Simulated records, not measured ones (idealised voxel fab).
The name of this process module is voxel released beams.
We display cut, a cross-section 220 nm in width whose square cells are each 5 nm.
Think of the cross-section as a grid of square cells. We describe it in bands, top to bottom, and each band covers one or more rows of those cells.
A band entry consists of two parts. The first gives the height of the band's top and the height of its bottom, in nm. The rest lists the band's materials from left to right, each with its width in nm. A single material labelled with the word "all across" fills the band from edge to edge, and the word "empty" marks empty space.
The level at which height equals 0 is the one under which the wafer, as it arrives, is entirely one material. No lower edge exists for the bottom band, which continues downward and is notated as in "0 -> down".
Graded width ("30..40"): value in top row of band = first number; value in bottom row = second number; row-to-row change constant.
Any step labelled "remained the same" changed none of the cells in the cross-section.
Enclosed voids (no open way to top), threshold 8 cells or more, entry "Closed void catalog", notation width x height at distance, distance from left edge, nm.
Past the settings on a step's line: simulator remark, on that step.
Among the settings permitted on a step's line is "overlay nm"; applied to a step with a mask, it specifies the extent to which the mask lay to the right of its planned position, whereas a negative figure signifies a position to the left.

Intended process steps:
1,RECEIVE | material Si
2,CONFORMAL_DEP | material SiN | thk nm 5
3,DIRECTIONAL_DEP | material SiO2 | thk nm 10
4,MASKED_ETCH | tone open | mask id ANCHOR | width nm 35 | etch materials SiO2 | depth nm 10 | overlay nm 0
5,CONFORMAL_DEP | material W | thk nm 10
6,MASKED_ETCH | tone cover | mask id BEAM | width nm 120 | etch materials W | depth nm 10 | overlay nm 0
7,STRIP | etch materials SiO2

Cross-section of the wafer upon arrival, representing the state reached after step 1:
	0 -> down  Si all across
	Closed void catalog: none

Cross-section, first of two wafers, end of module, run as planned:
	25 -> 15  empty: 45 / W: 15 / empty: 15 / W: 90 / empty: 55
	15 -> 5  empty: 50 / W: 35 / empty: 135
	5 -> 0  SiN all across
	0 -> down  Si all across
	Closed void catalog: none

The second wafer, shown in cross-section after the module: started the same way as the first and given the same plan, yet one mistake crept into how it was run:
	15 -> 5  SiO2: 50 / empty: 35 / SiO2: 135
	5 -> 0  SiN all across
	0 -> down  Si all across
	Closed void catalog: none
Misprocessing identified: not per plan at step 7, really ran STRIP | etch materials W
Count the cells at the end and the second wafer has more or fewer of some materials than the first: +74 SiO2 | -56 W
